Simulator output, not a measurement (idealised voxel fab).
Module name: voxel local oxidation (process module)
Each square cell in cross-section cut measures 5 nm, and the section as a whole is 145 nm wide.
For the purposes of this document, a cross-section shall be understood as a grid of square cells, specified as bands listed in top-to-bottom order, each band consisting of one or more rows of cells. Top height, bottom height, nm. Materials left to right, width each, nm. Single material + "edge to edge" = fills band edge to edge. "blank" = empty. Basically, 0 is our baseline, since under it the wafer straight out of the box is all one material. The bottom band has no lower end and keeps on going down, so it looks like "from 0 down". With a width like "30..40", each row of cells in the band differs from the next by the same amount, the top row carrying the first number and the bottom row the second. For the purposes of this document, the phrase "no alteration" attached to a step denotes that no cell within the cross-section was modified by that step. Closed empty spaces (no open way to the top) of 8 cells or more are what "Fully enclosed voids" lists, each as width x height at distance from the left edge, nm for all three. Text after the settings on a step's line: the simulator's own remark on that step. overlay nm: right-of-plan distance of the mask on a masked step; negative values mean left-of-plan.
### List of planned process steps
1. RECEIVE [material Si]
2. CONFORMAL_DEP [material SiO2] [thk nm 5]
3. CONFORMAL_DEP [material SiN] [thk nm 10]
4. PATTERN [tone cover] [mask id ACTIVE] [material resist] [width nm 100] [thk nm 20] [overlay nm 0]
5. DIRECTIONAL_ETCH [etch materials SiN] [depth nm 10]
6. STRIP [etch materials resist]
7. SELECTIVE_ETCH [etch materials SiO2] [depth nm 5]
8. OXIDIZE [depth nm 15]
9. STRIP [etch materials SiN]
### First of two wafers, processed according to plan
### The cross-section here shows the wafer as received, i.e. in its state after step 1
	from 0 down: Si edge to edge
	Fully enclosed voids: none
### The wafer in cross-section once step 2 is complete
	from 5 to 0: SiO2 edge to edge
	Beneath the level 0, the cross-section is identical to its previous state.
### The wafer in cross-section once step 3 is complete
	from 15 to 5: SiN edge to edge
	Beneath the level 5, the cross-section is identical to its previous state.
### The wafer in cross-section once step 4 is complete
	from 35 to 15: 20 blank, then 100 resist, then 25 blank
	Beneath the level 15, the cross-section is identical to its previous state.
### The wafer in cross-section once step 5 is complete
	from 35 to 15: 20 blank, then 100 resist, then 25 blank
	from 15 to 5: 20 blank, then 100 SiN, then 25 blank
	Beneath the level 5, the cross-section is identical to its previous state.
### The wafer in cross-section once step 6 is complete
	from 15 to 5: 20 blank, then 100 SiN, then 25 blank
	Beneath the level 5, the cross-section is identical to its previous state.
### The wafer in cross-section once step 7 is complete
	from 15 to 5: 20 blank, then 100 SiN, then 25 blank
	from 5 to 0: 25 blank, then 90 SiO2, then 30 blank
	Beneath the level 0, the cross-section is identical to its previous state.
### The wafer in cross-section once step 8 is complete
	from 15 to 5: 20 blank, then 100 SiN, then 25 blank
	from 5 to 0: 25 blank, then 90 SiO2, then 30 blank
	from 0 to -15: 40 SiO2, then 60 Si, then 45 SiO2
	Beneath the level -15, the cross-section is identical to its previous state.
### The wafer in cross-section once step 9 is complete
	from 5 to 0: 25 blank, then 90 SiO2, then 30 blank
	Beneath the level 0, the cross-section is identical to its previous state.
### The Second Wafer: Common Origin and Plan, One Mistake in Execution, Identical to the First Through Step 3
### X-section, second wafer, when step 4 was due to finish
	from 35 to 15: 20 resist, then 100 blank, then 25 resist
	Beneath the level 15, the cross-section is identical to its previous state.
### X-section, second wafer, when step 5 was due to finish
	from 35 to 15: 20 resist, then 100 blank, then 25 resist
	from 15 to 5: 20 SiN, then 100 blank, then 25 SiN
	Beneath the level 5, the cross-section is identical to its previous state.
### X-section, second wafer, when step 6 was due to finish
	from 15 to 5: 20 SiN, then 100 blank, then 25 SiN
	Beneath the level 5, the cross-section is identical to its previous state.
### X-section, second wafer, when step 7 was due to finish
	from 15 to 5: 20 SiN, then 100 blank, then 25 SiN
	from 5 to 0: 15 SiO2, then 110 blank, then 20 SiO2
	Beneath the level 0, the cross-section is identical to its previous state.
### X-section, second wafer, when step 8 was due to finish
	from 15 to 5: 20 SiN, then 100 blank, then 25 SiN
	from 5 to 0: 15 SiO2, then 110 blank, then 20 SiO2
	from 0 to -15: 140 SiO2, then 5 Si
	Beneath the level -15, the cross-section is identical to its previous state.
### X-section, second wafer, when step 9 was due to finish
	from 5 to 0: 15 SiO2, then 110 blank, then 20 SiO2
	Beneath the level 0, the cross-section is identical to its previous state.
The plan and the run diverged here: step 4: run off-plan, actual operation and settings PATTERN [tone open] [mask id ACTIVE] [material resist] [width nm 100] [thk nm 20] [overlay nm 0]
Materials where the second wafer ends with more or fewer cells than the first: 33 fewer of Si; 22 more of SiO2
